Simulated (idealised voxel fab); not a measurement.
voxel wiring stack: a process module
Pictured: cross-section cut, 190 nm wide, on a grid of 5 nm square cells.
How to read a cross-section here: the picture is a grid of square cells, written as bands going from the top down, and any band can span one or more rows of cells.
The entry gives the band's vertical extent as a top height and a bottom height in nm, then its horizontal make-up as materials from left to right, each with a width in nm. "empty" stands for empty space; a single material marked "all across" fills the band edge to edge.
Convention: height 0 is the level below which the wafer, as received, is all one material. The lowest band does not terminate at the bottom but continues downward, represented as "0 -> down".
Graded width ("30 to 40"): value in top row of band = first number; value in bottom row = second number; row-to-row change constant.
Given "no change" for a step, no cell of the cross-section differs between before and after that step.
Non-vented voids: empty space of 8 cells or more with no open way to the top, each as width x height at its distance from the left edge, in nm
Note: text after step settings on the step line = simulator remark on that step.
overlay nm: right-of-plan distance of the mask on a masked step; negative values mean left-of-plan.

**Set out below are the planned steps of the process**
| 1 | RECEIVE [material Si] |
| 2 | CONFORMAL_DEP [material SiO2] [thk nm 10] |
| 3 | CONFORMAL_DEP [material SiCN] [thk nm 5] |
| 4 | DIRECTIONAL_DEP [material lowk] [thk nm 20] |
| 5 | DIRECTIONAL_DEP [material aC] [thk nm 15] |
| 6 | PATTERN [tone open] [mask id METAL_1] [material resist] [width nm 25] [pitch nm 55] [thk nm 35] [overlay nm 0] |
| 7 | DIRECTIONAL_ETCH [etch materials aC] [depth nm 15] |
| 8 | STRIP [etch materials resist] |
| 9 | DIRECTIONAL_ETCH [etch materials lowk] [depth nm 20] |
| 10 | DIRECTIONAL_ETCH [etch materials SiCN] [depth nm 5] |
| 11 | STRIP [etch materials aC] |
| 12 | CONFORMAL_DEP [material TiN] [thk nm 5] |
| 13 | FILL_DEP [material Cu] [thk nm 5] |
| 14 | CMP [height nm 35] |
| 15 | CONFORMAL_DEP [material SiCN] [thk nm 5] |
| 16 | DIRECTIONAL_DEP [material lowk] [thk nm 10] |
| 17 | DIRECTIONAL_DEP [material aC] [thk nm 10] |
| 18 | PATTERN [tone open] [mask id PLUG_1] [material resist] [width nm 15] [thk nm 30] [overlay nm 0] |
| 19 | DIRECTIONAL_ETCH [etch materials aC] [depth nm 10] |
| 20 | STRIP [etch materials resist] |
| 21 | DIRECTIONAL_ETCH [etch materials lowk] [depth nm 10] |
| 22 | DIRECTIONAL_ETCH [etch materials SiCN] [depth nm 5] |
| 23 | STRIP [etch materials aC] |
| 24 | EPI [material Ru] [thk nm 10] |
| 25 | EPI [material Ru] [thk nm 5] |
| 26 | DIRECTIONAL_DEP [material TiN] [thk nm 5] |
| 27 | DIRECTIONAL_DEP [material Ru] [thk nm 15] |
| 28 | DIRECTIONAL_DEP [material aC] [thk nm 10] |
| 29 | PATTERN [tone cover] [mask id METAL_2] [material resist] [width nm 25] [pitch nm 55] [thk nm 30] [overlay nm 0] |
| 30 | DIRECTIONAL_ETCH [etch materials aC] [depth nm 10] |
| 31 | STRIP [etch materials resist] |
| 32 | DIRECTIONAL_ETCH [etch materials Ru] [depth nm 15] |
| 33 | DIRECTIONAL_ETCH [etch materials TiN] [depth nm 5] |
| 34 | STRIP [etch materials aC] |
| 35 | CONFORMAL_DEP [material SiN] [thk nm 5] |
| 36 | FILL_DEP [material SiO2] [thk nm 10] |
| 37 | CMP [height nm 70] |
| 38 | CONFORMAL_DEP [material SiCN] [thk nm 5] |
| 39 | DIRECTIONAL_DEP [material lowk] [thk nm 30] |
| 40 | DIRECTIONAL_DEP [material aC] [thk nm 15] |
| 41 | PATTERN [tone open] [mask id METAL_3] [material resist] [width nm 25] [pitch nm 55] [thk nm 35] [overlay nm 0] |
| 42 | DIRECTIONAL_ETCH [etch materials aC] [depth nm 15] |
| 43 | STRIP [etch materials resist] |
| 44 | DIRECTIONAL_ETCH [etch materials lowk] [depth nm 20] |
| 45 | STRIP [etch materials aC] |
| 46 | PATTERN [tone open] [mask id METAL_3_HOLES] [material resist] [width nm 15] [pitch nm 55] [thk nm 15] [overlay nm 0] |
| 47 | DIRECTIONAL_ETCH [etch materials lowk] [depth nm 10] |
| 48 | DIRECTIONAL_ETCH [etch materials SiCN] [depth nm 5] |
| 49 | STRIP [etch materials resist] |
| 50 | CONFORMAL_DEP [material TiN] [thk nm 5] |
| 51 | FILL_DEP [material Ru] [thk nm 5] |
| 52 | CMP [height nm 105] |
| 53 | CONFORMAL_DEP [material SiCN] [thk nm 5] |
| 54 | DIRECTIONAL_DEP [material lowk] [thk nm 25] |
| 55 | MASKED_ETCH [tone open] [mask id METAL_4_HOLES] [width nm 15] [pitch nm 55] [etch materials lowk] [depth nm 25] [overlay nm 0] |
| 56 | DIRECTIONAL_DEP [material aC] [thk nm 10] |
| 57 | PATTERN [tone open] [mask id METAL_4] [material resist] [width nm 25] [pitch nm 55] [thk nm 30] [overlay nm 0] |
| 58 | DIRECTIONAL_ETCH [etch materials aC] [depth nm 10] |
| 59 | STRIP [etch materials resist] |
| 60 | DIRECTIONAL_ETCH [etch materials lowk] [depth nm 15] |
| 61 | DIRECTIONAL_ETCH [etch materials SiCN] [depth nm 5] |
| 62 | STRIP [etch materials aC] |
| 63 | CONFORMAL_DEP [material TiN] [thk nm 5] |
| 64 | FILL_DEP [material Cu] [thk nm 10] |
| 65 | CMP [height nm 135] |
| 66 | CONFORMAL_DEP [material SiCN] [thk nm 5] |

**The following pertains to the first of two wafers, which was processed as planned**

**Received-state cross-section, reflecting completion of step 1**
0 -> down = Si all across
Non-vented voids: none

**Once step 2 is through, the wafer looks like this in cross-section**
10 -> 0 = SiO2 all across
Below 0 it's all the same as before, nothing changed down there.

**Once step 3 is through, the wafer looks like this in cross-section**
15 -> 10 = SiCN all across
Below 10 it's all the same as before, nothing changed down there.

**Once step 4 is through, the wafer looks like this in cross-section**
35 -> 15 = lowk all across
Below 15 it's all the same as before, nothing changed down there.

**Once step 5 is through, the wafer looks like this in cross-section**
50 -> 35 = aC all across
Below 35 it's all the same as before, nothing changed down there.

**Once step 6 is through, the wafer looks like this in cross-section**
85 -> 50 = 55 resist, 25 empty, 30 resist, 25 empty, 55 resist
Below 50 it's all the same as before, nothing changed down there.

**Once step 7 is through, the wafer looks like this in cross-section**
70 -> 50 = 55 resist, 25 empty, 30 resist, 25 empty, 55 resist
50 -> 35 = 55 aC, 25 empty, 30 aC, 25 empty, 55 aC
Below 35 it's all the same as before, nothing changed down there.

**Once step 8 is through, the wafer looks like this in cross-section**
50 -> 35 = 55 aC, 25 empty, 30 aC, 25 empty, 55 aC
Below 35 it's all the same as before, nothing changed down there.

**Once step 9 is through, the wafer looks like this in cross-section**
50 -> 35 = 55 aC, 25 empty, 30 aC, 25 empty, 55 aC
35 -> 15 = 55 lowk, 25 empty, 30 lowk, 25 empty, 55 lowk
Below 15 it's all the same as before, nothing changed down there.

**Once step 10 is through, the wafer looks like this in cross-section**
50 -> 35 = 55 aC, 25 empty, 30 aC, 25 empty, 55 aC
35 -> 15 = 55 lowk, 25 empty, 30 lowk, 25 empty, 55 lowk
15 -> 10 = 55 SiCN, 25 empty, 30 SiCN, 25 empty, 55 SiCN
Below 10 it's all the same as before, nothing changed down there.

**Once step 11 is through, the wafer looks like this in cross-section**
35 -> 15 = 55 lowk, 25 empty, 30 lowk, 25 empty, 55 lowk
Below 15 it's all the same as before, nothing changed down there.

**Once step 12 is through, the wafer looks like this in cross-section**
40 -> 35 = 60 TiN, 15 empty, 40 TiN, 15 empty, 60 TiN
35 -> 15 = 55 lowk, 5 TiN, 15 empty, 5 TiN, 30 lowk, 5 TiN, 15 empty, 5 TiN, 55 lowk
15 -> 10 = 55 SiCN, 25 TiN, 30 SiCN, 25 TiN, 55 SiCN
Below 10 it's all the same as before, nothing changed down there.

**Once step 13 is through, the wafer looks like this in cross-section**
45 -> 40 = Cu all across
40 -> 35 = 60 TiN, 15 Cu, 40 TiN, 15 Cu, 60 TiN
35 -> 15 = 55 lowk, 5 TiN, 15 Cu, 5 TiN, 30 lowk, 5 TiN, 15 Cu, 5 TiN, 55 lowk
Below 15 it's all the same as before, nothing changed down there.

**Once step 14 is through, the wafer looks like this in cross-section**
35 -> 15 = 55 lowk, 5 TiN, 15 Cu, 5 TiN, 30 lowk, 5 TiN, 15 Cu, 5 TiN, 55 lowk
Below 15 it's all the same as before, nothing changed down there.

**Once step 15 is through, the wafer looks like this in cross-section**
40 -> 35 = SiCN all across
Below 35 it's all the same as before, nothing changed down there.

**Once step 16 is through, the wafer looks like this in cross-section**
50 -> 40 = lowk all across
Below 40 it's all the same as before, nothing changed down there.

**Once step 17 is through, the wafer looks like this in cross-section**
60 -> 50 = aC all across
Below 50 it's all the same as before, nothing changed down there.

**Once step 18 is through, the wafer looks like this in cross-section**
90 -> 60 = 55 resist, 15 empty, 120 resist
Below 60 it's all the same as before, nothing changed down there.

**Once step 19 is through, the wafer looks like this in cross-section**
80 -> 60 = 55 resist, 15 empty, 120 resist
60 -> 50 = 55 aC, 15 empty, 120 aC
Below 50 it's all the same as before, nothing changed down there.

**Once step 20 is through, the wafer looks like this in cross-section**
60 -> 50 = 55 aC, 15 empty, 120 aC
Below 50 it's all the same as before, nothing changed down there.

**Once step 21 is through, the wafer looks like this in cross-section**
60 -> 50 = 55 aC, 15 empty, 120 aC
50 -> 40 = 55 lowk, 15 empty, 120 lowk
Below 40 it's all the same as before, nothing changed down there.

**Once step 22 is through, the wafer looks like this in cross-section**
60 -> 50 = 55 aC, 15 empty, 120 aC
50 -> 40 = 55 lowk, 15 empty, 120 lowk
40 -> 35 = 55 SiCN, 15 empty, 120 SiCN
Below 35 it's all the same as before, nothing changed down there.

**Once step 23 is through, the wafer looks like this in cross-section**
50 -> 40 = 55 lowk, 15 empty, 120 lowk
Below 40 it's all the same as before, nothing changed down there.

**Once step 24 is through, the wafer looks like this in cross-section**
50 -> 45 = 55 lowk, 15 empty, 120 lowk
45 -> 40 = 55 lowk, 15 Ru, 120 lowk
40 -> 35 = 55 SiCN, 15 Ru, 120 SiCN
Below 35 it's all the same as before, nothing changed down there.

**Once step 25 is through, the wafer looks like this in cross-section**
50 -> 40 = 55 lowk, 15 Ru, 120 lowk
Below 40 it's all the same as before, nothing changed down there.

**Once step 26 is through, the wafer looks like this in cross-section**
55 -> 50 = TiN all across
Below 50 it's all the same as before, nothing changed down there.

**Once step 27 is through, the wafer looks like this in cross-section**
70 -> 55 = Ru all across
Below 55 it's all the same as before, nothing changed down there.

**Once step 28 is through, the wafer looks like this in cross-section**
80 -> 70 = aC all across
Below 70 it's all the same as before, nothing changed down there.

**Once step 29 is through, the wafer looks like this in cross-section**
110 -> 80 = 55 empty, 25 resist, 30 empty, 25 resist, 55 empty
Below 80 it's all the same as before, nothing changed down there.

**Once step 30 is through, the wafer looks like this in cross-section**
100 -> 80 = 55 empty, 25 resist, 30 empty, 25 resist, 55 empty
80 -> 70 = 55 empty, 25 aC, 30 empty, 25 aC, 55 empty
Below 70 it's all the same as before, nothing changed down there.

**Once step 31 is through, the wafer looks like this in cross-section**
80 -> 70 = 55 empty, 25 aC, 30 empty, 25 aC, 55 empty
Below 70 it's all the same as before, nothing changed down there.

**Once step 32 is through, the wafer looks like this in cross-section**
80 -> 70 = 55 empty, 25 aC, 30 empty, 25 aC, 55 empty
70 -> 55 = 55 empty, 25 Ru, 30 empty, 25 Ru, 55 empty
Below 55 it's all the same as before, nothing changed down there.

**Once step 33 is through, the wafer looks like this in cross-section**
80 -> 70 = 55 empty, 25 aC, 30 empty, 25 aC, 55 empty
70 -> 55 = 55 empty, 25 Ru, 30 empty, 25 Ru, 55 empty
55 -> 50 = 55 empty, 25 TiN, 30 empty, 25 TiN, 55 empty
Below 50 it's all the same as before, nothing changed down there.

**Once step 34 is through, the wafer looks like this in cross-section**
70 -> 55 = 55 empty, 25 Ru, 30 empty, 25 Ru, 55 empty
Below 55 it's all the same as before, nothing changed down there.

**Once step 35 is through, the wafer looks like this in cross-section**
75 -> 70 = 50 empty, 35 SiN, 20 empty, 35 SiN, 50 empty
70 -> 55 = 50 empty, 5 SiN, 25 Ru, 5 SiN, 20 empty, 5 SiN, 25 Ru, 5 SiN, 50 empty
55 -> 50 = 55 SiN, 25 TiN, 30 SiN, 25 TiN, 55 SiN
Below 50 it's all the same as before, nothing changed down there.

**Once step 36 is through, the wafer looks like this in cross-section**
85 -> 75 = SiO2 all across
75 -> 70 = 50 SiO2, 35 SiN, 20 SiO2, 35 SiN, 50 SiO2
70 -> 55 = 50 SiO2, 5 SiN, 25 Ru, 5 SiN, 20 SiO2, 5 SiN, 25 Ru, 5 SiN, 50 SiO2
Below 55 it's all the same as before, nothing changed down there.

**Once step 37 is through, the wafer looks like this in cross-section**
70 -> 55 = 50 SiO2, 5 SiN, 25 Ru, 5 SiN, 20 SiO2, 5 SiN, 25 Ru, 5 SiN, 50 SiO2
Below 55 it's all the same as before, nothing changed down there.

**Once step 38 is through, the wafer looks like this in cross-section**
75 -> 70 = SiCN all across
Below 70 it's all the same as before, nothing changed down there.

**Once step 39 is through, the wafer looks like this in cross-section**
105 -> 75 = lowk all across
Below 75 it's all the same as before, nothing changed down there.

**Once step 40 is through, the wafer looks like this in cross-section**
120 -> 105 = aC all across
Below 105 it's all the same as before, nothing changed down there.

**Once step 41 is through, the wafer looks like this in cross-section**
155 -> 120 = 55 resist, 25 empty, 30 resist, 25 empty, 55 resist
Below 120 it's all the same as before, nothing changed down there.

**Once step 42 is through, the wafer looks like this in cross-section**
140 -> 120 = 55 resist, 25 empty, 30 resist, 25 empty, 55 resist
120 -> 105 = 55 aC, 25 empty, 30 aC, 25 empty, 55 aC
Below 105 it's all the same as before, nothing changed down there.

**Once step 43 is through, the wafer looks like this in cross-section**
120 -> 105 = 55 aC, 25 empty, 30 aC, 25 empty, 55 aC
Below 105 it's all the same as before, nothing changed down there.

**Once step 44 is through, the wafer looks like this in cross-section**
120 -> 105 = 55 aC, 25 empty, 30 aC, 25 empty, 55 aC
105 -> 85 = 55 lowk, 25 empty, 30 lowk, 25 empty, 55 lowk
Below 85 it's all the same as before, nothing changed down there.

**Once step 45 is through, the wafer looks like this in cross-section**
105 -> 85 = 55 lowk, 25 empty, 30 lowk, 25 empty, 55 lowk
Below 85 it's all the same as before, nothing changed down there.

**Once step 46 is through, the wafer looks like this in cross-section**
120 -> 105 = 55 resist, 15 empty, 40 resist, 15 empty, 65 resist
105 -> 85 = 55 lowk, 15 empty, 10 resist, 30 lowk, 15 empty, 10 resist, 55 lowk
Below 85 it's all the same as before, nothing changed down there.

**Once step 47 is through, the wafer looks like this in cross-section**
120 -> 105 = 55 resist, 15 empty, 40 resist, 15 empty, 65 resist
105 -> 85 = 55 lowk, 15 empty, 10 resist, 30 lowk, 15 empty, 10 resist, 55 lowk
85 -> 75 = 55 lowk, 15 empty, 40 lowk, 15 empty, 65 lowk
Below 75 it's all the same as before, nothing changed down there.

**Once step 48 is through, the wafer looks like this in cross-section**
120 -> 105 = 55 resist, 15 empty, 40 resist, 15 empty, 65 resist
105 -> 85 = 55 lowk, 15 empty, 10 resist, 30 lowk, 15 empty, 10 resist, 55 lowk
85 -> 75 = 55 lowk, 15 empty, 40 lowk, 15 empty, 65 lowk
75 -> 70 = 55 SiCN, 15 empty, 40 SiCN, 15 empty, 65 SiCN
Below 70 it's all the same as before, nothing changed down there.

**Once step 49 is through, the wafer looks like this in cross-section**
105 -> 85 = 55 lowk, 25 empty, 30 lowk, 25 empty, 55 lowk
Below 85 it's all the same as before, nothing changed down there.

**Once step 50 is through, the wafer looks like this in cross-section**
110 -> 105 = 60 TiN, 15 empty, 40 TiN, 15 empty, 60 TiN
105 -> 90 = 55 lowk, 5 TiN, 15 empty, 5 TiN, 30 lowk, 5 TiN, 15 empty, 5 TiN, 55 lowk
90 -> 85 = 55 lowk, 5 TiN, 5 empty, 15 TiN, 30 lowk, 5 TiN, 5 empty, 15 TiN, 55 lowk
85 -> 75 = 55 lowk, 5 TiN, 5 empty, 5 TiN, 40 lowk, 5 TiN, 5 empty, 5 TiN, 65 lowk
75 -> 70 = 55 SiCN, 15 TiN, 40 SiCN, 15 TiN, 65 SiCN
Below 70 it's all the same as before, nothing changed down there.

**Once step 51 is through, the wafer looks like this in cross-section**
115 -> 110 = Ru all across
110 -> 105 = 60 TiN, 15 Ru, 40 TiN, 15 Ru, 60 TiN
105 -> 90 = 55 lowk, 5 TiN, 15 Ru, 5 TiN, 30 lowk, 5 TiN, 15 Ru, 5 TiN, 55 lowk
90 -> 85 = 55 lowk, 5 TiN, 5 Ru, 15 TiN, 30 lowk, 5 TiN, 5 Ru, 15 TiN, 55 lowk
85 -> 75 = 55 lowk, 5 TiN, 5 Ru, 5 TiN, 40 lowk, 5 TiN, 5 Ru, 5 TiN, 65 lowk
Below 75 it's all the same as before, nothing changed down there.

**Once step 52 is through, the wafer looks like this in cross-section**
105 -> 90 = 55 lowk, 5 TiN, 15 Ru, 5 TiN, 30 lowk, 5 TiN, 15 Ru, 5 TiN, 55 lowk
Below 90 it's all the same as before, nothing changed down there.

**Once step 53 is through, the wafer looks like this in cross-section**
110 -> 105 = SiCN all across
Below 105 it's all the same as before, nothing changed down there.

**Once step 54 is through, the wafer looks like this in cross-section**
135 -> 110 = lowk all across
Below 110 it's all the same as before, nothing changed down there.

**Once step 55 is through, the wafer looks like this in cross-section**
135 -> 110 = 55 lowk, 15 empty, 40 lowk, 15 empty, 65 lowk
Below 110 it's all the same as before, nothing changed down there.

**Once step 56 is through, the wafer looks like this in cross-section**
145 -> 135 = 55 aC, 15 empty, 40 aC, 15 empty, 65 aC
135 -> 120 = 55 lowk, 15 empty, 40 lowk, 15 empty, 65 lowk
120 -> 110 = 55 lowk, 15 aC, 40 lowk, 15 aC, 65 lowk
Below 110 it's all the same as before, nothing changed down there.

**Once step 57 is through, the wafer looks like this in cross-section**
175 -> 145 = 55 resist, 25 empty, 30 resist, 25 empty, 55 resist
Below 145 it's all the same as before, nothing changed down there.

**Once step 58 is through, the wafer looks like this in cross-section**
165 -> 145 = 55 resist, 25 empty, 30 resist, 25 empty, 55 resist
145 -> 135 = 55 aC, 25 empty, 30 aC, 25 empty, 55 aC
135 -> 110 = 55 lowk, 15 empty, 40 lowk, 15 empty, 65 lowk
Below 110 it's all the same as before, nothing changed down there.

**Once step 59 is through, the wafer looks like this in cross-section**
145 -> 135 = 55 aC, 25 empty, 30 aC, 25 empty, 55 aC
Below 135 it's all the same as before, nothing changed down there.

**Once step 60 is through, the wafer looks like this in cross-section**
145 -> 135 = 55 aC, 25 empty, 30 aC, 25 empty, 55 aC
135 -> 120 = 55 lowk, 25 empty, 30 lowk, 25 empty, 55 lowk
Below 120 it's all the same as before, nothing changed down there.

**Once step 61 is through, the wafer looks like this in cross-section**
145 -> 135 = 55 aC, 25 empty, 30 aC, 25 empty, 55 aC
135 -> 120 = 55 lowk, 25 empty, 30 lowk, 25 empty, 55 lowk
120 -> 110 = 55 lowk, 15 empty, 40 lowk, 15 empty, 65 lowk
110 -> 105 = 55 SiCN, 15 empty, 40 SiCN, 15 empty, 65 SiCN
Below 105 it's all the same as before, nothing changed down there.

**Once step 62 is through, the wafer looks like this in cross-section**
135 -> 120 = 55 lowk, 25 empty, 30 lowk, 25 empty, 55 lowk
Below 120 it's all the same as before, nothing changed down there.

**Once step 63 is through, the wafer looks like this in cross-section**
140 -> 135 = 60 TiN, 15 empty, 40 TiN, 15 empty, 60 TiN
135 -> 125 = 55 lowk, 5 TiN, 15 empty, 5 TiN, 30 lowk, 5 TiN, 15 empty, 5 TiN, 55 lowk
125 -> 120 = 55 lowk, 5 TiN, 5 empty, 15 TiN, 30 lowk, 5 TiN, 5 empty, 15 TiN, 55 lowk
120 -> 110 = 55 lowk, 5 TiN, 5 empty, 5 TiN, 40 lowk, 5 TiN, 5 empty, 5 TiN, 65 lowk
110 -> 105 = 55 SiCN, 15 TiN, 40 SiCN, 15 TiN, 65 SiCN
Below 105 it's all the same as before, nothing changed down there.

**Once step 64 is through, the wafer looks like this in cross-section**
150 -> 140 = Cu all across
140 -> 135 = 60 TiN, 15 Cu, 40 TiN, 15 Cu, 60 TiN
135 -> 125 = 55 lowk, 5 TiN, 15 Cu, 5 TiN, 30 lowk, 5 TiN, 15 Cu, 5 TiN, 55 lowk
125 -> 120 = 55 lowk, 5 TiN, 5 Cu, 15 TiN, 30 lowk, 5 TiN, 5 Cu, 15 TiN, 55 lowk
120 -> 110 = 55 lowk, 5 TiN, 5 Cu, 5 TiN, 40 lowk, 5 TiN, 5 Cu, 5 TiN, 65 lowk
Below 110 it's all the same as before, nothing changed down there.

**Once step 65 is through, the wafer looks like this in cross-section**
135 -> 125 = 55 lowk, 5 TiN, 15 Cu, 5 TiN, 30 lowk, 5 TiN, 15 Cu, 5 TiN, 55 lowk
Below 125 it's all the same as before, nothing changed down there.

**Once step 66 is through, the wafer looks like this in cross-section**
140 -> 135 = SiCN all across
Below 135 it's all the same as before, nothing changed down there.

**Wafer two of two - same starting point, same process plan, one mistake in execution; matches wafer one up to and including step 54**

**Second wafer shown in cross-section at the time step 55 was slated to end**
135 -> 110 = 65 lowk, 15 empty, 40 lowk, 15 empty, 55 lowk
Below 110 it's all the same as before, nothing changed down there.

**Second wafer shown in cross-section at the time step 56 was slated to end**
145 -> 135 = 65 aC, 15 empty, 40 aC, 15 empty, 55 aC
135 -> 120 = 65 lowk, 15 empty, 40 lowk, 15 empty, 55 lowk
120 -> 110 = 65 lowk, 15 aC, 40 lowk, 15 aC, 55 lowk
Below 110 it's all the same as before, nothing changed down there.

**Second wafer shown in cross-section at the time step 57 was slated to end**
175 -> 145 = 55 resist, 25 empty, 30 resist, 25 empty, 55 resist
Below 145 it's all the same as before, nothing changed down there.

**Second wafer shown in cross-section at the time step 58 was slated to end**
165 -> 145 = 55 resist, 25 empty, 30 resist, 25 empty, 55 resist
145 -> 135 = 55 aC, 25 empty, 30 aC, 25 empty, 55 aC
135 -> 110 = 65 lowk, 15 empty, 40 lowk, 15 empty, 55 lowk
Below 110 it's all the same as before, nothing changed down there.

**Second wafer shown in cross-section at the time step 59 was slated to end**
145 -> 135 = 55 aC, 25 empty, 30 aC, 25 empty, 55 aC
Below 135 it's all the same as before, nothing changed down there.

**Second wafer shown in cross-section at the time step 60 was slated to end**
145 -> 135 = 55 aC, 25 empty, 30 aC, 25 empty, 55 aC
135 -> 120 = 55 lowk, 25 empty, 30 lowk, 25 empty, 55 lowk
Below 120 it's all the same as before, nothing changed down there.

**Second wafer shown in cross-section at the time step 61 was slated to end**
145 -> 135 = 55 aC, 25 empty, 30 aC, 25 empty, 55 aC
135 -> 120 = 55 lowk, 25 empty, 30 lowk, 25 empty, 55 lowk
120 -> 110 = 65 lowk, 15 empty, 40 lowk, 15 empty, 55 lowk
110 -> 105 = 65 SiCN, 15 empty, 40 SiCN, 15 empty, 55 SiCN
Below 105 it's all the same as before, nothing changed down there.

**Second wafer shown in cross-section at the time step 62 was slated to end**
135 -> 120 = 55 lowk, 25 empty, 30 lowk, 25 empty, 55 lowk
Below 120 it's all the same as before, nothing changed down there.

**Second wafer shown in cross-section at the time step 63 was slated to end**
140 -> 135 = 60 TiN, 15 empty, 40 TiN, 15 empty, 60 TiN
135 -> 125 = 55 lowk, 5 TiN, 15 empty, 5 TiN, 30 lowk, 5 TiN, 15 empty, 5 TiN, 55 lowk
125 -> 120 = 55 lowk, 15 TiN, 5 empty, 5 TiN, 30 lowk, 15 TiN, 5 empty, 5 TiN, 55 lowk
120 -> 110 = 65 lowk, 5 TiN, 5 empty, 5 TiN, 40 lowk, 5 TiN, 5 empty, 5 TiN, 55 lowk
110 -> 105 = 65 SiCN, 15 TiN, 40 SiCN, 15 TiN, 55 SiCN
Below 105 it's all the same as before, nothing changed down there.

**Second wafer shown in cross-section at the time step 64 was slated to end**
150 -> 140 = Cu all across
140 -> 135 = 60 TiN, 15 Cu, 40 TiN, 15 Cu, 60 TiN
135 -> 125 = 55 lowk, 5 TiN, 15 Cu, 5 TiN, 30 lowk, 5 TiN, 15 Cu, 5 TiN, 55 lowk
125 -> 120 = 55 lowk, 15 TiN, 5 Cu, 5 TiN, 30 lowk, 15 TiN, 5 Cu, 5 TiN, 55 lowk
120 -> 110 = 65 lowk, 5 TiN, 5 Cu, 5 TiN, 40 lowk, 5 TiN, 5 Cu, 5 TiN, 55 lowk
Below 110 it's all the same as before, nothing changed down there.

**Second wafer shown in cross-section at the time step 65 was slated to end**
135 -> 125 = 55 lowk, 5 TiN, 15 Cu, 5 TiN, 30 lowk, 5 TiN, 15 Cu, 5 TiN, 55 lowk
Below 125 it's all the same as before, nothing changed down there.

**Second wafer shown in cross-section at the time step 66 was slated to end**
140 -> 135 = SiCN all across
Below 135 it's all the same as before, nothing changed down there.
Against the plan, the run slipped here: planned and actual differ for step 55; actual: MASKED_ETCH [tone open] [mask id METAL_4_HOLES] [width nm 15] [pitch nm 55] [etch materials lowk] [depth nm 25] [overlay nm 10]
The concluding comparison shows that, measured in cells, each material is equally abundant on both wafers, albeit at different positions.
